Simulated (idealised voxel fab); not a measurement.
This is a process module. Its name is voxel transistor to metal.
The width of the displayed cross-section, cut, is 180 nm; its cells are square, with a size of 5 nm.
Cross-section spec: square-cell grid; bands listed top down; each band is one or more rows. Band: top and bottom heights (nm) first, top before bottom; then materials from left to right, widths in nm. "all across" marks a sole material filling the band edge to edge. "air" denotes empty space. For the purposes of this specification, 0 denotes the height below which the wafer in its as-received condition is composed wholly of one material, and the lowermost band, lacking a lower limit, extends downward without end, as expressed in "0..down". Top row gets the first number, bottom row gets the second, and each row in between changes by the same step: that is how a band width like "30..40" works. Basically "same as before" means that step didn't change any cell in the cross-section. Entry "Closed empty spaces". Content: empty spaces with no open connection to the top, size 8 cells or greater. Each: width x height at distance. Distance: from left edge. Unit: nm. after a step's settings: what the simulator itself notes on the step. The line of a step may include "overlay nm". On a step with a mask, this value is how far to the right of its planned place the mask lay. A negative value means the mask lay to the left.

[Listed below are the process steps as planned]
1 RECEIVE,material Si
2 OXIDIZE,depth nm 5
3 CONFORMAL_DEP,material SiN,thk nm 10
4 PATTERN,tone cover,mask id ACTIVE,material resist,width nm 95,thk nm 15,overlay nm 0
5 DIRECTIONAL_ETCH,etch materials SiN,depth nm 10
6 DIRECTIONAL_ETCH,etch materials SiO2,depth nm 5
7 DIRECTIONAL_ETCH,etch materials Si,depth nm 25
8 STRIP,etch materials resist
9 OXIDIZE,depth nm 5
10 FILL_DEP,material SiO2,thk nm 15
11 CMP,height nm 10
12 SELECTIVE_ETCH,etch materials SiO2,depth nm 5
13 STRIP,etch materials SiN
14 SELECTIVE_ETCH,etch materials SiO2,depth nm 5
15 OXIDIZE,depth nm 5
16 DIRECTIONAL_DEP,material polySi,thk nm 20
17 DIRECTIONAL_DEP,material SiCN,thk nm 10
18 MASKED_ETCH,tone cover,mask id GATE,width nm 15,etch materials SiCN,depth nm 20,overlay nm 0
19 MASKED_ETCH,tone cover,mask id GATE,width nm 15,etch materials polySi,depth nm 30,overlay nm 0
20 CONFORMAL_DEP,material SiO2,thk nm 5
21 DIRECTIONAL_ETCH,etch materials SiO2,depth nm 5
22 CONFORMAL_DEP,material SiN,thk nm 10
23 DIRECTIONAL_ETCH,etch materials SiN,depth nm 10
24 DIRECTIONAL_ETCH,etch materials SiO2,depth nm 5
25 DIRECTIONAL_ETCH,etch materials Si,depth nm 15
26 EPI,material nSi,thk nm 20
27 FILL_DEP,material SiO2,thk nm 5
28 CMP,height nm 25
29 DIRECTIONAL_DEP,material SiO2,thk nm 10
30 PATTERN,tone open,mask id CONTACT,material resist,width nm 25,pitch nm 50,thk nm 15,overlay nm 0
31 DIRECTIONAL_ETCH,etch materials SiO2,depth nm 25
32 STRIP,etch materials resist
33 CONFORMAL_DEP,material TiN,thk nm 5
34 FILL_DEP,material Ru,thk nm 5
35 CMP,height nm 35
36 CONFORMAL_DEP,material SiN,thk nm 5
37 DIRECTIONAL_DEP,material lowk,thk nm 20
38 PATTERN,tone open,mask id METAL_1,material resist,width nm 15,pitch nm 60,thk nm 20,overlay nm 0
39 DIRECTIONAL_ETCH,etch materials lowk,depth nm 20
40 DIRECTIONAL_ETCH,etch materials SiN,depth nm 5
41 STRIP,etch materials resist
42 CONFORMAL_DEP,material TiN,thk nm 5
43 FILL_DEP,material W,thk nm 5
44 CMP,height nm 60
45 CONFORMAL_DEP,material SiCN,thk nm 5

[The first of the two wafers, which ran as planned]

[Step 1 complete: cross-section of the wafer as received]
  0..down: Si all across
  Closed empty spaces: none

[Cross-section through the wafer, step 2 finished]
  0..-5: SiO2 all across
  Everything under -5 stays put, no change at all.

[Cross-section through the wafer, step 3 finished]
  10..0: SiN all across
  Everything under 0 stays put, no change at all.

[Cross-section through the wafer, step 4 finished]
  25..10: air: 40  resist: 95  air: 45
  Everything under 10 stays put, no change at all.

[Cross-section through the wafer, step 5 finished]
  25..10: air: 40  resist: 95  air: 45
  10..0: air: 40  SiN: 95  air: 45
  Everything under 0 stays put, no change at all.

[Cross-section through the wafer, step 6 finished]
  25..10: air: 40  resist: 95  air: 45
  10..0: air: 40  SiN: 95  air: 45
  0..-5: air: 40  SiO2: 95  air: 45
  Everything under -5 stays put, no change at all.

[Cross-section through the wafer, step 7 finished]
  25..10: air: 40  resist: 95  air: 45
  10..0: air: 40  SiN: 95  air: 45
  0..-5: air: 40  SiO2: 95  air: 45
  -5..-30: air: 40  Si: 95  air: 45
  Everything under -30 stays put, no change at all.

[Cross-section through the wafer, step 8 finished]
  10..0: air: 40  SiN: 95  air: 45
  Everything under 0 stays put, no change at all.

[Cross-section through the wafer, step 9 finished]
  10..0: air: 40  SiN: 95  air: 45
  0..-5: air: 40  SiO2: 95  air: 45
  -5..-30: air: 40  SiO2: 5  Si: 85  SiO2: 5  air: 45
  -30..-35: SiO2: 45  Si: 85  SiO2: 50
  Everything under -35 stays put, no change at all.

[Cross-section through the wafer, step 10 finished]
  25..10: SiO2 all across
  10..0: SiO2: 40  SiN: 95  SiO2: 45
  0..-5: SiO2 all across
  -5..-35: SiO2: 45  Si: 85  SiO2: 50
  Everything under -35 stays put, no change at all.

[Cross-section through the wafer, step 11 finished]
  10..0: SiO2: 40  SiN: 95  SiO2: 45
  Everything under 0 stays put, no change at all.

[Cross-section through the wafer, step 12 finished]
  10..5: air: 40  SiN: 95  air: 45
  Everything under 5 stays put, no change at all.

[Cross-section through the wafer, step 13 finished]
  5..0: SiO2: 40  air: 95  SiO2: 45
  Everything under 0 stays put, no change at all.

[Cross-section through the wafer, step 14 finished]
  0..-5: SiO2: 35  air: 105  SiO2: 40
  Everything under -5 stays put, no change at all.

[Cross-section through the wafer, step 15 finished]
  0..-5: SiO2: 35  air: 105  SiO2: 40
  -5..-10: SiO2 all across
  Everything under -10 stays put, no change at all.

[Cross-section through the wafer, step 16 finished]
  20..15: polySi: 35  air: 105  polySi: 40
  15..0: polySi all across
  0..-5: SiO2: 35  polySi: 105  SiO2: 40
  Everything under -5 stays put, no change at all.

[Cross-section through the wafer, step 17 finished]
  30..25: SiCN: 35  air: 105  SiCN: 40
  25..20: SiCN all across
  20..15: polySi: 35  SiCN: 105  polySi: 40
  Everything under 15 stays put, no change at all.

[Cross-section through the wafer, step 18 finished]
  25..20: air: 80  SiCN: 15  air: 85
  20..15: polySi: 35  air: 45  SiCN: 15  air: 45  polySi: 40
  Everything under 15 stays put, no change at all.

[Cross-section through the wafer, step 19 finished]
  25..15: air: 80  SiCN: 15  air: 85
  15..0: air: 80  polySi: 15  air: 85
  0..-5: SiO2: 35  air: 45  polySi: 15  air: 45  SiO2: 40
  Everything under -5 stays put, no change at all.

[Cross-section through the wafer, step 20 finished]
  30..25: air: 75  SiO2: 25  air: 80
  25..15: air: 75  SiO2: 5  SiCN: 15  SiO2: 5  air: 80
  15..5: air: 75  SiO2: 5  polySi: 15  SiO2: 5  air: 80
  5..0: SiO2: 40  air: 35  SiO2: 5  polySi: 15  SiO2: 5  air: 35  SiO2: 45
  0..-5: SiO2: 80  polySi: 15  SiO2: 85
  Everything under -5 stays put, no change at all.

[Cross-section through the wafer, step 21 finished]
  25..15: air: 75  SiO2: 5  SiCN: 15  SiO2: 5  air: 80
  15..0: air: 75  SiO2: 5  polySi: 15  SiO2: 5  air: 80
  0..-5: SiO2: 40  air: 35  SiO2: 5  polySi: 15  SiO2: 5  air: 35  SiO2: 45
  Everything under -5 stays put, no change at all.

[Cross-section through the wafer, step 22 finished]
  35..25: air: 65  SiN: 45  air: 70
  25..15: air: 65  SiN: 10  SiO2: 5  SiCN: 15  SiO2: 5  SiN: 10  air: 70
  15..10: air: 65  SiN: 10  SiO2: 5  polySi: 15  SiO2: 5  SiN: 10  air: 70
  10..5: SiN: 50  air: 15  SiN: 10  SiO2: 5  polySi: 15  SiO2: 5  SiN: 10  air: 15  SiN: 55
  5..0: SiN: 75  SiO2: 5  polySi: 15  SiO2: 5  SiN: 80
  0..-5: SiO2: 40  SiN: 35  SiO2: 5  polySi: 15  SiO2: 5  SiN: 35  SiO2: 45
  Everything under -5 stays put, no change at all.

[Cross-section through the wafer, step 23 finished]
  25..15: air: 65  SiN: 10  SiO2: 5  SiCN: 15  SiO2: 5  SiN: 10  air: 70
  15..0: air: 65  SiN: 10  SiO2: 5  polySi: 15  SiO2: 5  SiN: 10  air: 70
  0..-5: SiO2: 40  SiN: 10  air: 15  SiN: 10  SiO2: 5  polySi: 15  SiO2: 5  SiN: 10  air: 15  SiN: 10  SiO2: 45
  Everything under -5 stays put, no change at all.

[Cross-section through the wafer, step 24 finished]
  25..20: air: 65  SiN: 10  air: 5  SiCN: 15  air: 5  SiN: 10  air: 70
  20..15: air: 65  SiN: 10  SiO2: 5  SiCN: 15  SiO2: 5  SiN: 10  air: 70
  15..0: air: 65  SiN: 10  SiO2: 5  polySi: 15  SiO2: 5  SiN: 10  air: 70
  0..-5: air: 40  SiN: 10  air: 15  SiN: 10  SiO2: 5  polySi: 15  SiO2: 5  SiN: 10  air: 15  SiN: 10  air: 45
  -5..-10: SiO2: 50  air: 15  SiO2: 45  air: 15  SiO2: 55
  Everything under -10 stays put, no change at all.

[Cross-section through the wafer, step 25 finished]
  25..20: air: 65  SiN: 10  air: 5  SiCN: 15  air: 5  SiN: 10  air: 70
  20..15: air: 65  SiN: 10  SiO2: 5  SiCN: 15  SiO2: 5  SiN: 10  air: 70
  15..0: air: 65  SiN: 10  SiO2: 5  polySi: 15  SiO2: 5  SiN: 10  air: 70
  0..-5: air: 40  SiN: 10  air: 15  SiN: 10  SiO2: 5  polySi: 15  SiO2: 5  SiN: 10  air: 15  SiN: 10  air: 45
  -5..-10: SiO2: 50  air: 15  SiO2: 45  air: 15  SiO2: 55
  -10..-25: SiO2: 45  Si: 5  air: 15  Si: 45  air: 15  Si: 5  SiO2: 50
  Everything under -25 stays put, no change at all.

[Cross-section through the wafer, step 26 finished]
  25..20: air: 65  SiN: 10  air: 5  SiCN: 15  air: 5  SiN: 10  air: 70
  20..15: air: 65  SiN: 10  SiO2: 5  SiCN: 15  SiO2: 5  SiN: 10  air: 70
  15..10: air: 65  SiN: 10  SiO2: 5  polySi: 15  SiO2: 5  SiN: 10  air: 70
  10..0: air: 40  nSi: 25  SiN: 10  SiO2: 5  polySi: 15  SiO2: 5  SiN: 10  nSi: 25  air: 45
  0..-5: air: 40  SiN: 10  nSi: 15  SiN: 10  SiO2: 5  polySi: 15  SiO2: 5  SiN: 10  nSi: 15  SiN: 10  air: 45
  -5..-10: SiO2: 50  nSi: 15  SiO2: 45  nSi: 15  SiO2: 55
  -10..-25: SiO2: 45  Si: 5  nSi: 15  Si: 45  nSi: 15  Si: 5  SiO2: 50
  Everything under -25 stays put, no change at all.

[Cross-section through the wafer, step 27 finished]
  30..25: SiO2 all across
  25..15: SiO2: 65  SiN: 10  SiO2: 5  SiCN: 15  SiO2: 5  SiN: 10  SiO2: 70
  15..10: SiO2: 65  SiN: 10  SiO2: 5  polySi: 15  SiO2: 5  SiN: 10  SiO2: 70
  10..0: SiO2: 40  nSi: 25  SiN: 10  SiO2: 5  polySi: 15  SiO2: 5  SiN: 10  nSi: 25  SiO2: 45
  0..-5: SiO2: 40  SiN: 10  nSi: 15  SiN: 10  SiO2: 5  polySi: 15  SiO2: 5  SiN: 10  nSi: 15  SiN: 10  SiO2: 45
  Everything under -5 stays put, no change at all.

[Cross-section through the wafer, step 28 finished]
  25..15: SiO2: 65  SiN: 10  SiO2: 5  SiCN: 15  SiO2: 5  SiN: 10  SiO2: 70
  Everything under 15 stays put, no change at all.

[Cross-section through the wafer, step 29 finished]
  35..25: SiO2 all across
  Everything under 25 stays put, no change at all.

[Cross-section through the wafer, step 30 finished]
  50..35: resist: 50  air: 25  resist: 25  air: 25  resist: 55
  Everything under 35 stays put, no change at all.

[Cross-section through the wafer, step 31 finished]
  50..35: resist: 50  air: 25  resist: 25  air: 25  resist: 55
  35..25: SiO2: 50  air: 25  SiO2: 25  air: 25  SiO2: 55
  25..15: SiO2: 50  air: 15  SiN: 10  SiO2: 5  SiCN: 15  SiO2: 5  SiN: 10  air: 15  SiO2: 55
  15..10: SiO2: 50  air: 15  SiN: 10  SiO2: 5  polySi: 15  SiO2: 5  SiN: 10  air: 15  SiO2: 55
  Everything under 10 stays put, no change at all.

[Cross-section through the wafer, step 32 finished]
  35..25: SiO2: 50  air: 25  SiO2: 25  air: 25  SiO2: 55
  Everything under 25 stays put, no change at all.

[Cross-section through the wafer, step 33 finished]
  40..35: TiN: 55  air: 15  TiN: 35  air: 15  TiN: 60
  35..25: SiO2: 50  TiN: 5  air: 15..5  TiN: 5..15  SiO2: 25  TiN: 5..15  air: 15..5  TiN: 5  SiO2: 55
  25..15: SiO2: 50  TiN: 5  air: 5  TiN: 5  SiN: 10  SiO2: 5  SiCN: 15  SiO2: 5  SiN: 10  TiN: 5  air: 5  TiN: 5  SiO2: 55
  15..10: SiO2: 50  TiN: 15  SiN: 10  SiO2: 5  polySi: 15  SiO2: 5  SiN: 10  TiN: 15  SiO2: 55
  Everything under 10 stays put, no change at all.

[Cross-section through the wafer, step 34 finished]
  45..40: Ru all across
  40..35: TiN: 55  Ru: 15  TiN: 35  Ru: 15  TiN: 60
  35..25: SiO2: 50  TiN: 5  Ru: 15..5  TiN: 5..15  SiO2: 25  TiN: 5..15  Ru: 15..5  TiN: 5  SiO2: 55
  25..15: SiO2: 50  TiN: 5  Ru: 5  TiN: 5  SiN: 10  SiO2: 5  SiCN: 15  SiO2: 5  SiN: 10  TiN: 5  Ru: 5  TiN: 5  SiO2: 55
  Everything under 15 stays put, no change at all.

[Cross-section through the wafer, step 35 finished]
  35..25: SiO2: 50  TiN: 5  Ru: 15..5  TiN: 5..15  SiO2: 25  TiN: 5..15  Ru: 15..5  TiN: 5  SiO2: 55
  Everything under 25 stays put, no change at all.

[Cross-section through the wafer, step 36 finished]
  40..35: SiN all across
  Everything under 35 stays put, no change at all.

[Cross-section through the wafer, step 37 finished]
  60..40: lowk all across
  Everything under 40 stays put, no change at all.

[Cross-section through the wafer, step 38 finished]
  80..60: resist: 50  air: 15  resist: 45  air: 15  resist: 55
  Everything under 60 stays put, no change at all.

[Cross-section through the wafer, step 39 finished]
  80..60: resist: 50  air: 15  resist: 45  air: 15  resist: 55
  60..40: lowk: 50  air: 15  lowk: 45  air: 15  lowk: 55
  Everything under 40 stays put, no change at all.

[Cross-section through the wafer, step 40 finished]
  80..60: resist: 50  air: 15  resist: 45  air: 15  resist: 55
  60..40: lowk: 50  air: 15  lowk: 45  air: 15  lowk: 55
  40..35: SiN: 50  air: 15  SiN: 45  air: 15  SiN: 55
  Everything under 35 stays put, no change at all.

[Cross-section through the wafer, step 41 finished]
  60..40: lowk: 50  air: 15  lowk: 45  air: 15  lowk: 55
  Everything under 40 stays put, no change at all.

[Cross-section through the wafer, step 42 finished]
  65..60: TiN: 55  air: 5  TiN: 55  air: 5  TiN: 60
  60..40: lowk: 50  TiN: 5  air: 5  TiN: 5  lowk: 45  TiN: 5  air: 5  TiN: 5  lowk: 55
  40..35: SiN: 50  TiN: 15  SiN: 45  TiN: 15  SiN: 55
  Everything under 35 stays put, no change at all.

[Cross-section through the wafer, step 43 finished]
  70..65: W all across
  65..60: TiN: 55  W: 5  TiN: 55  W: 5  TiN: 60
  60..40: lowk: 50  TiN: 5  W: 5  TiN: 5  lowk: 45  TiN: 5  W: 5  TiN: 5  lowk: 55
  Everything under 40 stays put, no change at all.

[Cross-section through the wafer, step 44 finished]
  60..40: lowk: 50  TiN: 5  W: 5  TiN: 5  lowk: 45  TiN: 5  W: 5  TiN: 5  lowk: 55
  Everything under 40 stays put, no change at all.

[Cross-section through the wafer, step 45 finished]
  65..60: SiCN all across
  Everything under 60 stays put, no change at all.

[The second wafer was prepared from the same starting point and under the same plan as the first; its processing contained one mistake, and it remains indistinguishable from the first wafer up to and including step 6]

[At the planned end of step 7, the second wafer in cross-section]
  25..10: air: 40  resist: 95  air: 45
  10..0: air: 40  SiN: 95  air: 45
  0..-5: air: 40  SiO2: 95  air: 45
  -5..-55: air: 40  Si: 95  air: 45
  Everything under -55 stays put, no change at all.

[At the planned end of step 8, the second wafer in cross-section]
  10..0: air: 40  SiN: 95  air: 45
  Everything under 0 stays put, no change at all.

[At the planned end of step 9, the second wafer in cross-section]
  10..0: air: 40  SiN: 95  air: 45
  0..-5: air: 40  SiO2: 95  air: 45
  -5..-55: air: 40  SiO2: 5  Si: 85  SiO2: 5  air: 45
  -55..-60: SiO2: 45  Si: 85  SiO2: 50
  Everything under -60 stays put, no change at all.

[At the planned end of step 10, the second wafer in cross-section]
  25..10: SiO2 all across
  10..0: SiO2: 40  SiN: 95  SiO2: 45
  0..-5: SiO2 all across
  -5..-60: SiO2: 45  Si: 85  SiO2: 50
  Everything under -60 stays put, no change at all.

[At the planned end of step 11, the second wafer in cross-section]
  10..0: SiO2: 40  SiN: 95  SiO2: 45
  Everything under 0 stays put, no change at all.

[At the planned end of step 12, the second wafer in cross-section]
  10..5: air: 40  SiN: 95  air: 45
  Everything under 5 stays put, no change at all.

[At the planned end of step 13, the second wafer in cross-section]
  5..0: SiO2: 40  air: 95  SiO2: 45
  Everything under 0 stays put, no change at all.

[At the planned end of step 14, the second wafer in cross-section]
  0..-5: SiO2: 35  air: 105  SiO2: 40
  Everything under -5 stays put, no change at all.

[At the planned end of step 15, the second wafer in cross-section]
  0..-5: SiO2: 35  air: 105  SiO2: 40
  -5..-10: SiO2 all across
  Everything under -10 stays put, no change at all.

[At the planned end of step 16, the second wafer in cross-section]
  20..15: polySi: 35  air: 105  polySi: 40
  15..0: polySi all across
  0..-5: SiO2: 35  polySi: 105  SiO2: 40
  Everything under -5 stays put, no change at all.

[At the planned end of step 17, the second wafer in cross-section]
  30..25: SiCN: 35  air: 105  SiCN: 40
  25..20: SiCN all across
  20..15: polySi: 35  SiCN: 105  polySi: 40
  Everything under 15 stays put, no change at all.

[At the planned end of step 18, the second wafer in cross-section]
  25..20: air: 80  SiCN: 15  air: 85
  20..15: polySi: 35  air: 45  SiCN: 15  air: 45  polySi: 40
  Everything under 15 stays put, no change at all.

[At the planned end of step 19, the second wafer in cross-section]
  25..15: air: 80  SiCN: 15  air: 85
  15..0: air: 80  polySi: 15  air: 85
  0..-5: SiO2: 35  air: 45  polySi: 15  air: 45  SiO2: 40
  Everything under -5 stays put, no change at all.

[At the planned end of step 20, the second wafer in cross-section]
  30..25: air: 75  SiO2: 25  air: 80
  25..15: air: 75  SiO2: 5  SiCN: 15  SiO2: 5  air: 80
  15..5: air: 75  SiO2: 5  polySi: 15  SiO2: 5  air: 80
  5..0: SiO2: 40  air: 35  SiO2: 5  polySi: 15  SiO2: 5  air: 35  SiO2: 45
  0..-5: SiO2: 80  polySi: 15  SiO2: 85
  Everything under -5 stays put, no change at all.

[At the planned end of step 21, the second wafer in cross-section]
  25..15: air: 75  SiO2: 5  SiCN: 15  SiO2: 5  air: 80
  15..0: air: 75  SiO2: 5  polySi: 15  SiO2: 5  air: 80
  0..-5: SiO2: 40  air: 35  SiO2: 5  polySi: 15  SiO2: 5  air: 35  SiO2: 45
  Everything under -5 stays put, no change at all.

[At the planned end of step 22, the second wafer in cross-section]
  35..25: air: 65  SiN: 45  air: 70
  25..15: air: 65  SiN: 10  SiO2: 5  SiCN: 15  SiO2: 5  SiN: 10  air: 70
  15..10: air: 65  SiN: 10  SiO2: 5  polySi: 15  SiO2: 5  SiN: 10  air: 70
  10..5: SiN: 50  air: 15  SiN: 10  SiO2: 5  polySi: 15  SiO2: 5  SiN: 10  air: 15  SiN: 55
  5..0: SiN: 75  SiO2: 5  polySi: 15  SiO2: 5  SiN: 80
  0..-5: SiO2: 40  SiN: 35  SiO2: 5  polySi: 15  SiO2: 5  SiN: 35  SiO2: 45
  Everything under -5 stays put, no change at all.

[At the planned end of step 23, the second wafer in cross-section]
  25..15: air: 65  SiN: 10  SiO2: 5  SiCN: 15  SiO2: 5  SiN: 10  air: 70
  15..0: air: 65  SiN: 10  SiO2: 5  polySi: 15  SiO2: 5  SiN: 10  air: 70
  0..-5: SiO2: 40  SiN: 10  air: 15  SiN: 10  SiO2: 5  polySi: 15  SiO2: 5  SiN: 10  air: 15  SiN: 10  SiO2: 45
  Everything under -5 stays put, no change at all.

[At the planned end of step 24, the second wafer in cross-section]
  25..20: air: 65  SiN: 10  air: 5  SiCN: 15  air: 5  SiN: 10  air: 70
  20..15: air: 65  SiN: 10  SiO2: 5  SiCN: 15  SiO2: 5  SiN: 10  air: 70
  15..0: air: 65  SiN: 10  SiO2: 5  polySi: 15  SiO2: 5  SiN: 10  air: 70
  0..-5: air: 40  SiN: 10  air: 15  SiN: 10  SiO2: 5  polySi: 15  SiO2: 5  SiN: 10  air: 15  SiN: 10  air: 45
  -5..-10: SiO2: 50  air: 15  SiO2: 45  air: 15  SiO2: 55
  Everything under -10 stays put, no change at all.

[At the planned end of step 25, the second wafer in cross-section]
  25..20: air: 65  SiN: 10  air: 5  SiCN: 15  air: 5  SiN: 10  air: 70
  20..15: air: 65  SiN: 10  SiO2: 5  SiCN: 15  SiO2: 5  SiN: 10  air: 70
  15..0: air: 65  SiN: 10  SiO2: 5  polySi: 15  SiO2: 5  SiN: 10  air: 70
  0..-5: air: 40  SiN: 10  air: 15  SiN: 10  SiO2: 5  polySi: 15  SiO2: 5  SiN: 10  air: 15  SiN: 10  air: 45
  -5..-10: SiO2: 50  air: 15  SiO2: 45  air: 15  SiO2: 55
  -10..-25: SiO2: 45  Si: 5  air: 15  Si: 45  air: 15  Si: 5  SiO2: 50
  Everything under -25 stays put, no change at all.

[At the planned end of step 26, the second wafer in cross-section]
  25..20: air: 65  SiN: 10  air: 5  SiCN: 15  air: 5  SiN: 10  air: 70
  20..15: air: 65  SiN: 10  SiO2: 5  SiCN: 15  SiO2: 5  SiN: 10  air: 70
  15..10: air: 65  SiN: 10  SiO2: 5  polySi: 15  SiO2: 5  SiN: 10  air: 70
  10..0: air: 40  nSi: 25  SiN: 10  SiO2: 5  polySi: 15  SiO2: 5  SiN: 10  nSi: 25  air: 45
  0..-5: air: 40  SiN: 10  nSi: 15  SiN: 10  SiO2: 5  polySi: 15  SiO2: 5  SiN: 10  nSi: 15  SiN: 10  air: 45
  -5..-10: SiO2: 50  nSi: 15  SiO2: 45  nSi: 15  SiO2: 55
  -10..-25: SiO2: 45  Si: 5  nSi: 15  Si: 45  nSi: 15  Si: 5  SiO2: 50
  Everything under -25 stays put, no change at all.

[At the planned end of step 27, the second wafer in cross-section]
  30..25: SiO2 all across
  25..15: SiO2: 65  SiN: 10  SiO2: 5  SiCN: 15  SiO2: 5  SiN: 10  SiO2: 70
  15..10: SiO2: 65  SiN: 10  SiO2: 5  polySi: 15  SiO2: 5  SiN: 10  SiO2: 70
  10..0: SiO2: 40  nSi: 25  SiN: 10  SiO2: 5  polySi: 15  SiO2: 5  SiN: 10  nSi: 25  SiO2: 45
  0..-5: SiO2: 40  SiN: 10  nSi: 15  SiN: 10  SiO2: 5  polySi: 15  SiO2: 5  SiN: 10  nSi: 15  SiN: 10  SiO2: 45
  Everything under -5 stays put, no change at all.

[At the planned end of step 28, the second wafer in cross-section]
  25..15: SiO2: 65  SiN: 10  SiO2: 5  SiCN: 15  SiO2: 5  SiN: 10  SiO2: 70
  Everything under 15 stays put, no change at all.

[At the planned end of step 29, the second wafer in cross-section]
  35..25: SiO2 all across
  Everything under 25 stays put, no change at all.

[At the planned end of step 30, the second wafer in cross-section]
  50..35: resist: 50  air: 25  resist: 25  air: 25  resist: 55
  Everything under 35 stays put, no change at all.

[At the planned end of step 31, the second wafer in cross-section]
  50..35: resist: 50  air: 25  resist: 25  air: 25  resist: 55
  35..25: SiO2: 50  air: 25  SiO2: 25  air: 25  SiO2: 55
  25..15: SiO2: 50  air: 15  SiN: 10  SiO2: 5  SiCN: 15  SiO2: 5  SiN: 10  air: 15  SiO2: 55
  15..10: SiO2: 50  air: 15  SiN: 10  SiO2: 5  polySi: 15  SiO2: 5  SiN: 10  air: 15  SiO2: 55
  Everything under 10 stays put, no change at all.

[At the planned end of step 32, the second wafer in cross-section]
  35..25: SiO2: 50  air: 25  SiO2: 25  air: 25  SiO2: 55
  Everything under 25 stays put, no change at all.

[At the planned end of step 33, the second wafer in cross-section]
  40..35: TiN: 55  air: 15  TiN: 35  air: 15  TiN: 60
  35..25: SiO2: 50  TiN: 5  air: 15..5  TiN: 5..15  SiO2: 25  TiN: 5..15  air: 15..5  TiN: 5  SiO2: 55
  25..15: SiO2: 50  TiN: 5  air: 5  TiN: 5  SiN: 10  SiO2: 5  SiCN: 15  SiO2: 5  SiN: 10  TiN: 5  air: 5  TiN: 5  SiO2: 55
  15..10: SiO2: 50  TiN: 15  SiN: 10  SiO2: 5  polySi: 15  SiO2: 5  SiN: 10  TiN: 15  SiO2: 55
  Everything under 10 stays put, no change at all.

[At the planned end of step 34, the second wafer in cross-section]
  45..40: Ru all across
  40..35: TiN: 55  Ru: 15  TiN: 35  Ru: 15  TiN: 60
  35..25: SiO2: 50  TiN: 5  Ru: 15..5  TiN: 5..15  SiO2: 25  TiN: 5..15  Ru: 15..5  TiN: 5  SiO2: 55
  25..15: SiO2: 50  TiN: 5  Ru: 5  TiN: 5  SiN: 10  SiO2: 5  SiCN: 15  SiO2: 5  SiN: 10  TiN: 5  Ru: 5  TiN: 5  SiO2: 55
  Everything under 15 stays put, no change at all.

[At the planned end of step 35, the second wafer in cross-section]
  35..25: SiO2: 50  TiN: 5  Ru: 15..5  TiN: 5..15  SiO2: 25  TiN: 5..15  Ru: 15..5  TiN: 5  SiO2: 55
  Everything under 25 stays put, no change at all.

[At the planned end of step 36, the second wafer in cross-section]
  40..35: SiN all across
  Everything under 35 stays put, no change at all.

[At the planned end of step 37, the second wafer in cross-section]
  60..40: lowk all across
  Everything under 40 stays put, no change at all.

[At the planned end of step 38, the second wafer in cross-section]
  80..60: resist: 50  air: 15  resist: 45  air: 15  resist: 55
  Everything under 60 stays put, no change at all.

[At the planned end of step 39, the second wafer in cross-section]
  80..60: resist: 50  air: 15  resist: 45  air: 15  resist: 55
  60..40: lowk: 50  air: 15  lowk: 45  air: 15  lowk: 55
  Everything under 40 stays put, no change at all.

[At the planned end of step 40, the second wafer in cross-section]
  80..60: resist: 50  air: 15  resist: 45  air: 15  resist: 55
  60..40: lowk: 50  air: 15  lowk: 45  air: 15  lowk: 55
  40..35: SiN: 50  air: 15  SiN: 45  air: 15  SiN: 55
  Everything under 35 stays put, no change at all.

[At the planned end of step 41, the second wafer in cross-section]
  60..40: lowk: 50  air: 15  lowk: 45  air: 15  lowk: 55
  Everything under 40 stays put, no change at all.

[At the planned end of step 42, the second wafer in cross-section]
  65..60: TiN: 55  air: 5  TiN: 55  air: 5  TiN: 60
  60..40: lowk: 50  TiN: 5  air: 5  TiN: 5  lowk: 45  TiN: 5  air: 5  TiN: 5  lowk: 55
  40..35: SiN: 50  TiN: 15  SiN: 45  TiN: 15  SiN: 55
  Everything under 35 stays put, no change at all.

[At the planned end of step 43, the second wafer in cross-section]
  70..65: W all across
  65..60: TiN: 55  W: 5  TiN: 55  W: 5  TiN: 60
  60..40: lowk: 50  TiN: 5  W: 5  TiN: 5  lowk: 45  TiN: 5  W: 5  TiN: 5  lowk: 55
  Everything under 40 stays put, no change at all.

[At the planned end of step 44, the second wafer in cross-section]
  60..40: lowk: 50  TiN: 5  W: 5  TiN: 5  lowk: 45  TiN: 5  W: 5  TiN: 5  lowk: 55
  Everything under 40 stays put, no change at all.

[At the planned end of step 45, the second wafer in cross-section]
  65..60: SiCN all across
  Everything under 60 stays put, no change at all.
Error vs. plan: the plan's step 7 ran twice
Final tally in cells, some materials are higher or lower on the second wafer than on the first: 95 fewer of Si; 95 more of SiO2
